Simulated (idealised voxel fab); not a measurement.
Documented hereafter: the process module known as voxel gate over fins.
We display cut, a cross-section 210 nm in width whose square cells are each 5 nm.
For the purposes of this document, a cross-section shall be understood as a grid of square cells, specified as bands listed in top-to-bottom order, each band consisting of one or more rows of cells. It is stipulated that each band's entry specify, in nanometres, the height of the top of the band and then that of its bottom, followed by the materials of the band in left-to-right sequence, each together with its width in nanometres. A single material marked by the word "edge to edge" is understood to fill the band from edge to edge; the word "air" is understood to denote empty space. Convention: height 0 is the level below which the wafer, as received, is all one material. The lowest band does not terminate at the bottom but continues downward, represented as "from 0 down". The expression "30 to 40" gives the width at the extremes of the band, the first number at its top row of cells and the second at its bottom row, with the width changing by equal amounts from each row to the next in between. "remains unaltered" (step): cross-section cells unchanged, all of them. Entry "Closed void list" = empty spaces >= 8 cells with no open way to the top; each as width x height at distance, distance from left edge, all nm. Step line, after settings: the simulator's comment on this step. If you see "overlay nm" on a step's line and that step has a mask, it's telling you how far right of where it was planned the mask ended up; a negative number means it went left instead.

Below is the list of planned process steps
| 1 | RECEIVE,material Si |
| 2 | CONFORMAL_DEP,material SiN,thk nm 10 |
| 3 | DIRECTIONAL_DEP,material aC,thk nm 15 |
| 4 | PATTERN,tone cover,mask id FINS,material resist,width nm 15,pitch nm 50,thk nm 30,overlay nm 0 |
| 5 | DIRECTIONAL_ETCH,etch materials aC,depth nm 15 |
| 6 | STRIP,etch materials resist |
| 7 | DIRECTIONAL_ETCH,etch materials SiN,depth nm 10 |
| 8 | DIRECTIONAL_ETCH,etch materials Si,depth nm 35 |
| 9 | STRIP,etch materials aC |
| 10 | FILL_DEP,material SiO2,thk nm 10 |
| 11 | CMP,height nm 10 |
| 12 | MASKED_ETCH,tone open,mask id RAIL,width nm 15,etch materials SiO2,depth nm 40,overlay nm -15 |
| 13 | CONFORMAL_DEP,material TiN,thk nm 5 |
| 14 | FILL_DEP,material W,thk nm 5 |
| 15 | CMP,height nm 10 |
| 16 | SELECTIVE_ETCH,etch materials W Ru TiN,depth nm 25 |
| 17 | FILL_DEP,material SiO2,thk nm 5 |
| 18 | CMP,height nm 10 |
| 19 | SELECTIVE_ETCH,etch materials SiO2,depth nm 20 |
| 20 | STRIP,etch materials SiN |
| 21 | CONFORMAL_DEP,material HfO2,thk nm 5 |
| 22 | CONFORMAL_DEP,material TiN,thk nm 5 |
| 23 | CONFORMAL_DEP,material TiAl,thk nm 5 |
| 24 | CONFORMAL_DEP,material TiN,thk nm 5 |
| 25 | FILL_DEP,material W,thk nm 15 |
| 26 | CMP,height nm 30 |
| 27 | CONFORMAL_DEP,material SiN,thk nm 5 |
The wafers in this document start out alike and differ in the overlay nm applied at step 12; the plan shows the value used for the first wafer.

The first of several wafers as received, shown in cross-section; this is its state after step 1
    from 0 down | Si edge to edge
    Closed void list: none

End of module: cross-section of the first of several wafers after step 27, the last step
    from 35 to 30 | SiN edge to edge
    from 30 to 20 | W edge to edge
    from 20 to 15 | 25 of W, 155 of TiN, 30 of W
    from 15 to 10 | 25 of W, 5 of TiN, 45 of TiAl, 5 of TiN, 45 of TiAl, 5 of TiN, 45 of TiAl, 5 of TiN, 30 of W
    from 10 to 5 | 30 of TiN, 5 of TiAl, 35 of TiN, 5 of TiAl, 5 of TiN, 5 of TiAl, 35 of TiN, 5 of TiAl, 5 of TiN, 5 of TiAl, 35 of TiN, 5 of TiAl, 35 of TiN
    from 5 to 0 | 35 of TiAl, 5 of TiN, 25 of HfO2, 5 of TiN, 15 of TiAl, 5 of TiN, 25 of HfO2, 5 of TiN, 15 of TiAl, 5 of TiN, 25 of HfO2, 5 of TiN, 40 of TiAl
    from 0 to -5 | 40 of TiN, 5 of HfO2, 15 of Si, 5 of HfO2, 25 of TiN, 5 of HfO2, 15 of Si, 5 of HfO2, 25 of TiN, 5 of HfO2, 15 of Si, 5 of HfO2, 45 of TiN
    from -5 to -10 | 45 of HfO2, 15 of Si, 35 of HfO2, 15 of Si, 35 of HfO2, 15 of Si, 50 of HfO2
    from -10 to -15 | 45 of SiO2, 15 of Si, 35 of SiO2, 15 of Si, 35 of SiO2, 15 of Si, 50 of SiO2
    from -15 to -30 | 45 of SiO2, 15 of Si, 10 of TiN, 25 of SiO2, 15 of Si, 35 of SiO2, 15 of Si, 50 of SiO2
    from -30 to -35 | 45 of SiO2, 15 of Si, 35 of SiO2, 15 of Si, 35 of SiO2, 15 of Si, 50 of SiO2
    from -35 down | Si edge to edge
    Closed void list: none

Cross-sectional depiction of the last of several wafers upon completion of the module
    from 35 to 30 | SiN edge to edge
    from 30 to 20 | W edge to edge
    from 20 to 15 | 25 of W, 155 of TiN, 30 of W
    from 15 to 10 | 25 of W, 5 of TiN, 45 of TiAl, 5 of TiN, 45 of TiAl, 5 of TiN, 45 of TiAl, 5 of TiN, 30 of W
    from 10 to 5 | 30 of TiN, 5 of TiAl, 35 of TiN, 5 of TiAl, 5 of TiN, 5 of TiAl, 35 of TiN, 5 of TiAl, 5 of TiN, 5 of TiAl, 35 of TiN, 5 of TiAl, 35 of TiN
    from 5 to 0 | 35 of TiAl, 5 of TiN, 25 of HfO2, 5 of TiN, 15 of TiAl, 5 of TiN, 25 of HfO2, 5 of TiN, 15 of TiAl, 5 of TiN, 25 of HfO2, 5 of TiN, 40 of TiAl
    from 0 to -5 | 40 of TiN, 5 of HfO2, 15 of Si, 5 of HfO2, 25 of TiN, 5 of HfO2, 15 of Si, 5 of HfO2, 25 of TiN, 5 of HfO2, 15 of Si, 5 of HfO2, 45 of TiN
    from -5 to -10 | 45 of HfO2, 15 of Si, 35 of HfO2, 15 of Si, 35 of HfO2, 15 of Si, 50 of HfO2
    from -10 to -15 | 45 of SiO2, 15 of Si, 35 of SiO2, 15 of Si, 35 of SiO2, 15 of Si, 50 of SiO2
    from -15 to -30 | 45 of SiO2, 15 of Si, 25 of SiO2, 10 of TiN, 15 of Si, 35 of SiO2, 15 of Si, 50 of SiO2
    from -30 to -35 | 45 of SiO2, 15 of Si, 35 of SiO2, 15 of Si, 35 of SiO2, 15 of Si, 50 of SiO2
    from -35 down | Si edge to edge
    Closed void list: none

The rows of the table below are wafers. Looking at the end of the module, a row counts, for every material, the cells the wafer has gained, shown as (+), or lost, shown as (-), since it was received; its closed voids come next
overlay nm -15; +54 HfO2; -231 Si; +42 SiN; +159 SiO2; +54 TiAl; +110 TiN; +106 W; Closed void list: none
overlay nm -10; +54 HfO2; -231 Si; +42 SiN; +156 SiO2; +54 TiAl; +111 TiN; +108 W; Closed void list: none
overlay nm -5; +54 HfO2; -231 Si; +42 SiN; +156 SiO2; +54 TiAl; +111 TiN; +108 W; Closed void list: none
overlay nm 0; +54 HfO2; -231 Si; +42 SiN; +156 SiO2; +54 TiAl; +111 TiN; +108 W; Closed void list: none
overlay nm 5; +54 HfO2; -231 Si; +42 SiN; +156 SiO2; +54 TiAl; +111 TiN; +108 W; Closed void list: none
overlay nm 10; +54 HfO2; -231 Si; +42 SiN; +156 SiO2; +54 TiAl; +111 TiN; +108 W; Closed void list: none
overlay nm 15; +54 HfO2; -231 Si; +42 SiN; +159 SiO2; +54 TiAl; +110 TiN; +106 W; Closed void list: none
